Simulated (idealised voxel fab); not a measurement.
The document below concerns the process module designated voxel capacitor over wiring.
Square cell edge 5 nm, section width 275 nm, ID cut.
Cross-sections here: square-cell grids, written as top-down lists of bands, a band being one or more rows of cells. Quick guide to a band line: top height, bottom height (nm) up front; then every material left to right with its width in nm. Only one material and it's marked "edge to edge"? Then it fills the band edge to edge. And "empty" just means empty space. Ref level 0: as-received wafer is one material below here. Bottom band extends down with no lower bound ("0..down"). Note: "30 to 40" means the width goes from the first number (top row of the band) to the second number (bottom row) in equal steps per row of cells. "remained unchanged" (step): cross-section cells unchanged, all of them. The label "Closed void register" introduces a list of the empty spaces, 8 cells or larger, that have no open way up to the top; each entry in it reads width x height at distance, where the distance is taken from the left edge and all three are stated in nm. Step line, after settings: the simulator's comment on this step. Regarding "overlay nm": on a step with a mask, it is the distance the mask lay to the right of its planned place; a negative value places it to the left.

-- Below is the list of planned process steps
| 1 | RECEIVE | material Si |
| 2 | CONFORMAL_DEP | material SiO2 | thk nm 15 |
| 3 | CONFORMAL_DEP | material SiCN | thk nm 5 |
| 4 | DIRECTIONAL_DEP | material lowk | thk nm 25 |
| 5 | PATTERN | tone open | mask id METAL_1 | material resist | width nm 20 | pitch nm 80 | thk nm 15 | overlay nm 0 |
| 6 | DIRECTIONAL_ETCH | etch materials lowk | depth nm 25 |
| 7 | DIRECTIONAL_ETCH | etch materials SiCN | depth nm 5 |
| 8 | STRIP | etch materials resist |
| 9 | CONFORMAL_DEP | material TiN | thk nm 5 |
| 10 | FILL_DEP | material W | thk nm 10 |
| 11 | CMP | height nm 45 |
| 12 | EPI | material Ru | thk nm 5 |
| 13 | FILL_DEP | material SiCN | thk nm 5 |
| 14 | DIRECTIONAL_DEP | material SiO2 | thk nm 10 |
| 15 | PATTERN | tone open | mask id PLUG_1 | material resist | width nm 15 | thk nm 15 | overlay nm 0 |
| 16 | DIRECTIONAL_ETCH | etch materials SiO2 | depth nm 10 |
| 17 | DIRECTIONAL_ETCH | etch materials SiCN | depth nm 5 |
| 18 | STRIP | etch materials resist |
| 19 | CONFORMAL_DEP | material TiN | thk nm 5 |
| 20 | FILL_DEP | material W | thk nm 5 |
| 21 | CMP | height nm 65 |
| 22 | DIRECTIONAL_DEP | material TiN | thk nm 5 |
| 23 | DIRECTIONAL_DEP | material SiN | thk nm 5 |
| 24 | DIRECTIONAL_DEP | material TiN | thk nm 10 |
| 25 | DIRECTIONAL_DEP | material aC | thk nm 15 |
| 26 | PATTERN | tone cover | mask id UPPER_PLATE | material resist | width nm 65 | thk nm 30 | overlay nm 0 |
| 27 | DIRECTIONAL_ETCH | etch materials aC | depth nm 15 |
| 28 | STRIP | etch materials resist |
| 29 | DIRECTIONAL_ETCH | etch materials TiN | depth nm 10 |
| 30 | DIRECTIONAL_ETCH | etch materials SiN | depth nm 5 |
| 31 | STRIP | etch materials aC |
| 32 | PATTERN | tone cover | mask id LOWER_PLATE | material resist | width nm 75 | thk nm 15 | overlay nm 0 |
| 33 | DIRECTIONAL_ETCH | etch materials TiN | depth nm 5 |
| 34 | STRIP | etch materials resist |
| 35 | FILL_DEP | material SiO2 | thk nm 15 |
| 36 | CMP | height nm 95 |
| 37 | MASKED_ETCH | tone open | mask id PLUG_2 | width nm 15 | etch materials SiO2 | depth nm 10 | overlay nm 0 |
| 38 | CONFORMAL_DEP | material TiN | thk nm 5 |
| 39 | FILL_DEP | material Ru | thk nm 5 |
| 40 | CMP | height nm 95 |
| 41 | CONFORMAL_DEP | material SiN | thk nm 5 |

-- First of two wafers - as planned

-- Cross-section, incoming material, after step 1
- 0..down = Si edge to edge
- Closed void register: none

-- After step 2: wafer cross-section
- 15..0 = SiO2 edge to edge
- Nothing below the height 0 has changed.

-- After step 3: wafer cross-section
- 20..15 = SiCN edge to edge
- Nothing below the height 15 has changed.

-- After step 4: wafer cross-section
- 45..20 = lowk edge to edge
- Nothing below the height 20 has changed.

-- After step 5: wafer cross-section
- 60..45 = resist=85, empty=20, resist=60, empty=20, resist=90
- Nothing below the height 45 has changed.

-- After step 6: wafer cross-section
- 60..45 = resist=85, empty=20, resist=60, empty=20, resist=90
- 45..20 = lowk=85, empty=20, lowk=60, empty=20, lowk=90
- Nothing below the height 20 has changed.

-- After step 7: wafer cross-section
- 60..45 = resist=85, empty=20, resist=60, empty=20, resist=90
- 45..20 = lowk=85, empty=20, lowk=60, empty=20, lowk=90
- 20..15 = SiCN=85, empty=20, SiCN=60, empty=20, SiCN=90
- Nothing below the height 15 has changed.

-- After step 8: wafer cross-section
- 45..20 = lowk=85, empty=20, lowk=60, empty=20, lowk=90
- Nothing below the height 20 has changed.

-- After step 9: wafer cross-section
- 50..45 = TiN=90, empty=10, TiN=70, empty=10, TiN=95
- 45..20 = lowk=85, TiN=5, empty=10, TiN=5, lowk=60, TiN=5, empty=10, TiN=5, lowk=90
- 20..15 = SiCN=85, TiN=20, SiCN=60, TiN=20, SiCN=90
- Nothing below the height 15 has changed.

-- After step 10: wafer cross-section
- 60..50 = W edge to edge
- 50..45 = TiN=90, W=10, TiN=70, W=10, TiN=95
- 45..20 = lowk=85, TiN=5, W=10, TiN=5, lowk=60, TiN=5, W=10, TiN=5, lowk=90
- Nothing below the height 20 has changed.

-- After step 11: wafer cross-section
- 45..20 = lowk=85, TiN=5, W=10, TiN=5, lowk=60, TiN=5, W=10, TiN=5, lowk=90
- Nothing below the height 20 has changed.

-- After step 12: wafer cross-section
- 50..45 = empty=80, Ru=30, empty=50, Ru=30, empty=85
- Nothing below the height 45 has changed.

-- After step 13: wafer cross-section
- 55..50 = SiCN edge to edge
- 50..45 = SiCN=80, Ru=30, SiCN=50, Ru=30, SiCN=85
- Nothing below the height 45 has changed.

-- After step 14: wafer cross-section
- 65..55 = SiO2 edge to edge
- Nothing below the height 55 has changed.

-- After step 15: wafer cross-section
- 80..65 = resist=90, empty=15, resist=170
- Nothing below the height 65 has changed.

-- After step 16: wafer cross-section
- 80..65 = resist=90, empty=15, resist=170
- 65..55 = SiO2=90, empty=15, SiO2=170
- Nothing below the height 55 has changed.

-- After step 17: wafer cross-section
- 80..65 = resist=90, empty=15, resist=170
- 65..55 = SiO2=90, empty=15, SiO2=170
- 55..50 = SiCN=90, empty=15, SiCN=170
- Nothing below the height 50 has changed.

-- After step 18: wafer cross-section
- 65..55 = SiO2=90, empty=15, SiO2=170
- Nothing below the height 55 has changed.

-- After step 19: wafer cross-section
- 70..65 = TiN=95, empty=5, TiN=175
- 65..55 = SiO2=90, TiN=5, empty=5, TiN=5, SiO2=170
- 55..50 = SiCN=90, TiN=15, SiCN=170
- Nothing below the height 50 has changed.

-- After step 20: wafer cross-section
- 75..70 = W edge to edge
- 70..65 = TiN=95, W=5, TiN=175
- 65..55 = SiO2=90, TiN=5, W=5, TiN=5, SiO2=170
- Nothing below the height 55 has changed.

-- After step 21: wafer cross-section
- 65..55 = SiO2=90, TiN=5, W=5, TiN=5, SiO2=170
- Nothing below the height 55 has changed.

-- After step 22: wafer cross-section
- 70..65 = TiN edge to edge
- Nothing below the height 65 has changed.

-- After step 23: wafer cross-section
- 75..70 = SiN edge to edge
- Nothing below the height 70 has changed.

-- After step 24: wafer cross-section
- 85..75 = TiN edge to edge
- Nothing below the height 75 has changed.

-- After step 25: wafer cross-section
- 100..85 = aC edge to edge
- Nothing below the height 85 has changed.

-- After step 26: wafer cross-section
- 130..100 = empty=90, resist=65, empty=120
- Nothing below the height 100 has changed.

-- After step 27: wafer cross-section
- 115..100 = empty=90, resist=65, empty=120
- 100..85 = empty=90, aC=65, empty=120
- Nothing below the height 85 has changed.

-- After step 28: wafer cross-section
- 100..85 = empty=90, aC=65, empty=120
- Nothing below the height 85 has changed.

-- After step 29: wafer cross-section
- 100..85 = empty=90, aC=65, empty=120
- 85..75 = empty=90, TiN=65, empty=120
- Nothing below the height 75 has changed.

-- After step 30: wafer cross-section
- 100..85 = empty=90, aC=65, empty=120
- 85..75 = empty=90, TiN=65, empty=120
- 75..70 = empty=90, SiN=65, empty=120
- Nothing below the height 70 has changed.

-- After step 31: wafer cross-section
- 85..75 = empty=90, TiN=65, empty=120
- Nothing below the height 75 has changed.

-- After step 32: wafer cross-section
- 100..85 = empty=85, resist=75, empty=115
- 85..75 = empty=85, resist=5, TiN=65, resist=5, empty=115
- 75..70 = empty=85, resist=5, SiN=65, resist=5, empty=115
- Nothing below the height 70 has changed.

-- After step 33: wafer cross-section
- 100..85 = empty=85, resist=75, empty=115
- 85..75 = empty=85, resist=5, TiN=65, resist=5, empty=115
- 75..70 = empty=85, resist=5, SiN=65, resist=5, empty=115
- 70..65 = empty=85, TiN=75, empty=115
- Nothing below the height 65 has changed.

-- After step 34: wafer cross-section
- 85..75 = empty=90, TiN=65, empty=120
- 75..70 = empty=90, SiN=65, empty=120
- Nothing below the height 70 has changed.

-- After step 35: wafer cross-section
- 100..85 = SiO2 edge to edge
- 85..75 = SiO2=90, TiN=65, SiO2=120
- 75..70 = SiO2=90, SiN=65, SiO2=120
- 70..65 = SiO2=85, TiN=75, SiO2=115
- Nothing below the height 65 has changed.

-- After step 36: wafer cross-section
- 95..85 = SiO2 edge to edge
- Nothing below the height 85 has changed.

-- After step 37: wafer cross-section
- 95..85 = SiO2=100, empty=15, SiO2=160
- Nothing below the height 85 has changed.

-- After step 38: wafer cross-section
- 100..95 = TiN=105, empty=5, TiN=165
- 95..90 = SiO2=100, TiN=5, empty=5, TiN=5, SiO2=160
- 90..85 = SiO2=100, TiN=15, SiO2=160
- Nothing below the height 85 has changed.

-- After step 39: wafer cross-section
- 105..100 = Ru edge to edge
- 100..95 = TiN=105, Ru=5, TiN=165
- 95..90 = SiO2=100, TiN=5, Ru=5, TiN=5, SiO2=160
- Nothing below the height 90 has changed.

-- After step 40: wafer cross-section
- 95..90 = SiO2=100, TiN=5, Ru=5, TiN=5, SiO2=160
- Nothing below the height 90 has changed.

-- After step 41: wafer cross-section
- 100..95 = SiN edge to edge
- Nothing below the height 95 has changed.

-- Second wafer - shared start and plan with the first - one error in running - same as the first up to step 4 inclusive

-- Second wafer, cross-section, planned end of step 5
- 60..45 = resist=90, empty=20, resist=60, empty=20, resist=85
- Nothing below the height 45 has changed.

-- Second wafer, cross-section, planned end of step 6
- 60..45 = resist=90, empty=20, resist=60, empty=20, resist=85
- 45..20 = lowk=90, empty=20, lowk=60, empty=20, lowk=85
- Nothing below the height 20 has changed.

-- Second wafer, cross-section, planned end of step 7
- 60..45 = resist=90, empty=20, resist=60, empty=20, resist=85
- 45..20 = lowk=90, empty=20, lowk=60, empty=20, lowk=85
- 20..15 = SiCN=90, empty=20, SiCN=60, empty=20, SiCN=85
- Nothing below the height 15 has changed.

-- Second wafer, cross-section, planned end of step 8
- 45..20 = lowk=90, empty=20, lowk=60, empty=20, lowk=85
- Nothing below the height 20 has changed.

-- Second wafer, cross-section, planned end of step 9
- 50..45 = TiN=95, empty=10, TiN=70, empty=10, TiN=90
- 45..20 = lowk=90, TiN=5, empty=10, TiN=5, lowk=60, TiN=5, empty=10, TiN=5, lowk=85
- 20..15 = SiCN=90, TiN=20, SiCN=60, TiN=20, SiCN=85
- Nothing below the height 15 has changed.

-- Second wafer, cross-section, planned end of step 10
- 60..50 = W edge to edge
- 50..45 = TiN=95, W=10, TiN=70, W=10, TiN=90
- 45..20 = lowk=90, TiN=5, W=10, TiN=5, lowk=60, TiN=5, W=10, TiN=5, lowk=85
- Nothing below the height 20 has changed.

-- Second wafer, cross-section, planned end of step 11
- 45..20 = lowk=90, TiN=5, W=10, TiN=5, lowk=60, TiN=5, W=10, TiN=5, lowk=85
- Nothing below the height 20 has changed.

-- Second wafer, cross-section, planned end of step 12
- 50..45 = empty=85, Ru=30, empty=50, Ru=30, empty=80
- Nothing below the height 45 has changed.

-- Second wafer, cross-section, planned end of step 13
- 55..50 = SiCN edge to edge
- 50..45 = SiCN=85, Ru=30, SiCN=50, Ru=30, SiCN=80
- Nothing below the height 45 has changed.

-- Second wafer, cross-section, planned end of step 14
- 65..55 = SiO2 edge to edge
- Nothing below the height 55 has changed.

-- Second wafer, cross-section, planned end of step 15
- 80..65 = resist=90, empty=15, resist=170
- Nothing below the height 65 has changed.

-- Second wafer, cross-section, planned end of step 16
- 80..65 = resist=90, empty=15, resist=170
- 65..55 = SiO2=90, empty=15, SiO2=170
- Nothing below the height 55 has changed.

-- Second wafer, cross-section, planned end of step 17
- 80..65 = resist=90, empty=15, resist=170
- 65..55 = SiO2=90, empty=15, SiO2=170
- 55..50 = SiCN=90, empty=15, SiCN=170
- Nothing below the height 50 has changed.

-- Second wafer, cross-section, planned end of step 18
- 65..55 = SiO2=90, empty=15, SiO2=170
- Nothing below the height 55 has changed.

-- Second wafer, cross-section, planned end of step 19
- 70..65 = TiN=95, empty=5, TiN=175
- 65..55 = SiO2=90, TiN=5, empty=5, TiN=5, SiO2=170
- 55..50 = SiCN=90, TiN=15, SiCN=170
- Nothing below the height 50 has changed.

-- Second wafer, cross-section, planned end of step 20
- 75..70 = W edge to edge
- 70..65 = TiN=95, W=5, TiN=175
- 65..55 = SiO2=90, TiN=5, W=5, TiN=5, SiO2=170
- Nothing below the height 55 has changed.

-- Second wafer, cross-section, planned end of step 21
- 65..55 = SiO2=90, TiN=5, W=5, TiN=5, SiO2=170
- Nothing below the height 55 has changed.

-- Second wafer, cross-section, planned end of step 22
- 70..65 = TiN edge to edge
- Nothing below the height 65 has changed.

-- Second wafer, cross-section, planned end of step 23
- 75..70 = SiN edge to edge
- Nothing below the height 70 has changed.

-- Second wafer, cross-section, planned end of step 24
- 85..75 = TiN edge to edge
- Nothing below the height 75 has changed.

-- Second wafer, cross-section, planned end of step 25
- 100..85 = aC edge to edge
- Nothing below the height 85 has changed.

-- Second wafer, cross-section, planned end of step 26
- 130..100 = empty=90, resist=65, empty=120
- Nothing below the height 100 has changed.

-- Second wafer, cross-section, planned end of step 27
- 115..100 = empty=90, resist=65, empty=120
- 100..85 = empty=90, aC=65, empty=120
- Nothing below the height 85 has changed.

-- Second wafer, cross-section, planned end of step 28
- 100..85 = empty=90, aC=65, empty=120
- Nothing below the height 85 has changed.

-- Second wafer, cross-section, planned end of step 29
- 100..85 = empty=90, aC=65, empty=120
- 85..75 = empty=90, TiN=65, empty=120
- Nothing below the height 75 has changed.

-- Second wafer, cross-section, planned end of step 30
- 100..85 = empty=90, aC=65, empty=120
- 85..75 = empty=90, TiN=65, empty=120
- 75..70 = empty=90, SiN=65, empty=120
- Nothing below the height 70 has changed.

-- Second wafer, cross-section, planned end of step 31
- 85..75 = empty=90, TiN=65, empty=120
- Nothing below the height 75 has changed.

-- Second wafer, cross-section, planned end of step 32
- 100..85 = empty=85, resist=75, empty=115
- 85..75 = empty=85, resist=5, TiN=65, resist=5, empty=115
- 75..70 = empty=85, resist=5, SiN=65, resist=5, empty=115
- Nothing below the height 70 has changed.

-- Second wafer, cross-section, planned end of step 33
- 100..85 = empty=85, resist=75, empty=115
- 85..75 = empty=85, resist=5, TiN=65, resist=5, empty=115
- 75..70 = empty=85, resist=5, SiN=65, resist=5, empty=115
- 70..65 = empty=85, TiN=75, empty=115
- Nothing below the height 65 has changed.

-- Second wafer, cross-section, planned end of step 34
- 85..75 = empty=90, TiN=65, empty=120
- 75..70 = empty=90, SiN=65, empty=120
- Nothing below the height 70 has changed.

-- Second wafer, cross-section, planned end of step 35
- 100..85 = SiO2 edge to edge
- 85..75 = SiO2=90, TiN=65, SiO2=120
- 75..70 = SiO2=90, SiN=65, SiO2=120
- 70..65 = SiO2=85, TiN=75, SiO2=115
- Nothing below the height 65 has changed.

-- Second wafer, cross-section, planned end of step 36
- 95..85 = SiO2 edge to edge
- Nothing below the height 85 has changed.

-- Second wafer, cross-section, planned end of step 37
- 95..85 = SiO2=100, empty=15, SiO2=160
- Nothing below the height 85 has changed.

-- Second wafer, cross-section, planned end of step 38
- 100..95 = TiN=105, empty=5, TiN=165
- 95..90 = SiO2=100, TiN=5, empty=5, TiN=5, SiO2=160
- 90..85 = SiO2=100, TiN=15, SiO2=160
- Nothing below the height 85 has changed.

-- Second wafer, cross-section, planned end of step 39
- 105..100 = Ru edge to edge
- 100..95 = TiN=105, Ru=5, TiN=165
- 95..90 = SiO2=100, TiN=5, Ru=5, TiN=5, SiO2=160
- Nothing below the height 90 has changed.

-- Second wafer, cross-section, planned end of step 40
- 95..90 = SiO2=100, TiN=5, Ru=5, TiN=5, SiO2=160
- Nothing below the height 90 has changed.

-- Second wafer, cross-section, planned end of step 41
- 100..95 = SiN edge to edge
- Nothing below the height 95 has changed.
Want to know what went wrong? step 5, actual vs plan mismatch, actual run PATTERN | tone open | mask id METAL_1 | material resist | width nm 20 | pitch nm 80 | thk nm 15 | overlay nm 5
Heads up: at the end the two wafers have identical cell counts per material, they're just laid out differently.
